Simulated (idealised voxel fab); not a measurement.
This is a process module. Its name is voxel wiring stack.
The cross-section shown here is cut; it is 260 nm wide and divided into square cells measuring 5 nm on a side.
In this document a cross-section is written as a grid of square cells. It is given as a series of bands, listed from the top down, and a band is one or more rows of cells. It is stipulated that each band's entry specify, in nanometres, the height of the top of the band and then that of its bottom, followed by the materials of the band in left-to-right sequence, each together with its width in nanometres. A single material marked by the word "edge to edge" is understood to fill the band from edge to edge; the word "empty" is understood to denote empty space. The reference from which all heights are counted is 0, the level beneath which the as-received wafer is entirely one material; the lowest band, having no lower bound, proceeds downward and is written after the example "0 down". The notation "30->40" denotes a width that varies across the rows of cells in the band, beginning at the first number in the top row, finishing at the second number in the bottom row, and changing by an identical amount from each row to the next. You'll sometimes find "no alterations made" written for a step, and that's the way of saying that nowhere in the cross-section did a cell change during that step. "Cavities, sealed" contains a list of empty spaces, each no smaller than 8 cells and without an open way to the top, written in the form width x height at distance with the distance from the left edge and all three in nm. Step line, after settings: the simulator's comment on this step. overlay nm: mask offset rightward from planned place, masked step; negative means leftward offset.
## List of planned process steps
1,RECEIVE,material Si
2,CONFORMAL_DEP,material SiO2,thk nm 10
3,CONFORMAL_DEP,material SiCN,thk nm 5
4,DIRECTIONAL_DEP,material SiO2,thk nm 15
5,PATTERN,tone open,mask id METAL_1,material resist,width nm 30,pitch nm 55,thk nm 20,overlay nm 0
6,DIRECTIONAL_ETCH,etch materials SiO2,depth nm 15
7,DIRECTIONAL_ETCH,etch materials SiCN,depth nm 5
8,STRIP,etch materials resist
9,CONFORMAL_DEP,material TiN,thk nm 5
10,FILL_DEP,material Cu,thk nm 5
11,CMP,height nm 30
12,CONFORMAL_DEP,material SiCN,thk nm 5
13,DIRECTIONAL_DEP,material SiO2,thk nm 20
14,MASKED_ETCH,tone open,mask id PLUG_1,width nm 15,pitch nm 55,etch materials SiO2,depth nm 20,overlay nm 0
15,MASKED_ETCH,tone open,mask id PLUG_1,width nm 15,pitch nm 55,etch materials SiCN,depth nm 5,overlay nm 0
16,EPI,material Ru,thk nm 10
17,EPI,material Ru,thk nm 10
18,EPI,material Ru,thk nm 5
19,CONFORMAL_DEP,material SiCN,thk nm 5
20,DIRECTIONAL_DEP,material lowk,thk nm 20
21,PATTERN,tone open,mask id METAL_2,material resist,width nm 30,pitch nm 55,thk nm 20,overlay nm 0
22,DIRECTIONAL_ETCH,etch materials lowk,depth nm 20
23,DIRECTIONAL_ETCH,etch materials SiCN,depth nm 5
24,STRIP,etch materials resist
25,CONFORMAL_DEP,material TiN,thk nm 5
26,FILL_DEP,material Cu,thk nm 10
27,CMP,height nm 80
28,CONFORMAL_DEP,material SiCN,thk nm 5
29,DIRECTIONAL_DEP,material lowk,thk nm 30
30,MASKED_ETCH,tone open,mask id METAL_3_HOLES,width nm 15,pitch nm 55,etch materials lowk,depth nm 30,overlay nm 0
31,MASKED_ETCH,tone open,mask id METAL_3,width nm 30,pitch nm 55,etch materials lowk,depth nm 20,overlay nm 0
32,MASKED_ETCH,tone open,mask id METAL_3,width nm 30,pitch nm 55,etch materials SiCN,depth nm 5,overlay nm 0
33,CONFORMAL_DEP,material TiN,thk nm 5
34,FILL_DEP,material Cu,thk nm 5
35,CMP,height nm 115
36,CONFORMAL_DEP,material SiCN,thk nm 5
37,DIRECTIONAL_DEP,material lowk,thk nm 10
38,DIRECTIONAL_DEP,material aC,thk nm 10
39,PATTERN,tone open,mask id PLUG_3,material resist,width nm 15,thk nm 25,overlay nm 0
40,DIRECTIONAL_ETCH,etch materials aC,depth nm 10
41,STRIP,etch materials resist
42,DIRECTIONAL_ETCH,etch materials lowk,depth nm 10
43,DIRECTIONAL_ETCH,etch materials SiCN,depth nm 5
44,STRIP,etch materials aC
45,CONFORMAL_DEP,material TiN,thk nm 5
46,FILL_DEP,material W,thk nm 10
47,CMP,height nm 130
48,CONFORMAL_DEP,material SiN,thk nm 5
49,DIRECTIONAL_DEP,material lowk,thk nm 25
50,MASKED_ETCH,tone open,mask id METAL_4,width nm 30,pitch nm 55,etch materials lowk,depth nm 25,overlay nm 0
51,MASKED_ETCH,tone open,mask id METAL_4,width nm 30,pitch nm 55,etch materials SiN,depth nm 5,overlay nm 0
52,CONFORMAL_DEP,material TiN,thk nm 5
53,FILL_DEP,material Cu,thk nm 5
54,CMP,height nm 160
55,EPI,material Ru,thk nm 5
56,FILL_DEP,material SiCN,thk nm 5
## Cross-section of the incoming wafer, state after step 1
  0 down: Si edge to edge
  Cavities, sealed: none
## End state of the module in cross-section, given the above starting point and plan and one mistake in execution
  170 to 165: SiCN edge to edge
  165 to 160: 80 nm SiCN, 40 nm Ru, 15 nm SiCN, 40 nm Ru, 85 nm SiCN
  160 to 135: 85 nm lowk, 5 nm TiN, 20 nm Cu, 5 nm TiN, 25 nm lowk, 5 nm TiN, 20 nm Cu, 5 nm TiN, 90 nm lowk
  135 to 130: 85 nm SiN, 30 nm TiN, 25 nm SiN, 30 nm TiN, 90 nm SiN
  130 to 120: 85 nm lowk, 5 nm TiN, 5 nm W, 5 nm TiN, 160 nm lowk
  120 to 115: 85 nm SiCN, 15 nm TiN, 160 nm SiCN
  115 to 100: 85 nm lowk, 5 nm TiN, 20 nm Cu, 5 nm TiN, 25 nm lowk, 5 nm TiN, 20 nm Cu, 5 nm TiN, 90 nm lowk
  100 to 95: 85 nm lowk, 5 nm TiN, 5 nm Cu, 20 nm TiN, 25 nm lowk, 5 nm TiN, 5 nm Cu, 20 nm TiN, 90 nm lowk
  95 to 85: 85 nm lowk, 5 nm TiN, 5 nm Cu, 5 nm TiN, 40 nm lowk, 5 nm TiN, 5 nm Cu, 5 nm TiN, 105 nm lowk
  85 to 80: 85 nm SiCN, 15 nm TiN, 40 nm SiCN, 15 nm TiN, 105 nm SiCN
  80 to 70: 85 nm lowk, 5 nm TiN, 20 nm Cu, 5 nm TiN, 25 nm lowk, 5 nm TiN, 20 nm Cu, 5 nm TiN, 90 nm lowk
  70 to 65: 70 nm lowk, 15 nm SiCN, 30 nm TiN, 10 nm lowk, 15 nm SiCN, 30 nm TiN, 90 nm lowk
  65 to 60: 70 nm lowk, 5 nm SiCN, 35 nm Ru, 5 nm SiCN, 10 nm lowk, 5 nm SiCN, 35 nm Ru, 5 nm SiCN, 90 nm lowk
  60 to 55: 75 nm SiCN, 35 nm Ru, 20 nm SiCN, 35 nm Ru, 95 nm SiCN
  55 to 35: 85 nm SiO2, 15 nm Ru, 40 nm SiO2, 15 nm Ru, 105 nm SiO2
  35 to 30: 85 nm SiCN, 15 nm Ru, 40 nm SiCN, 15 nm Ru, 105 nm SiCN
  30 to 15: 85 nm SiO2, 5 nm TiN, 20 nm Cu, 5 nm TiN, 25 nm SiO2, 5 nm TiN, 20 nm Cu, 5 nm TiN, 90 nm SiO2
  15 to 10: 85 nm SiCN, 30 nm TiN, 25 nm SiCN, 30 nm TiN, 90 nm SiCN
  10 to 0: SiO2 edge to edge
  0 down: Si edge to edge
  Cavities, sealed: none
Misprocessing identified: one of the steps 16 and 17, which are alike, was run twice
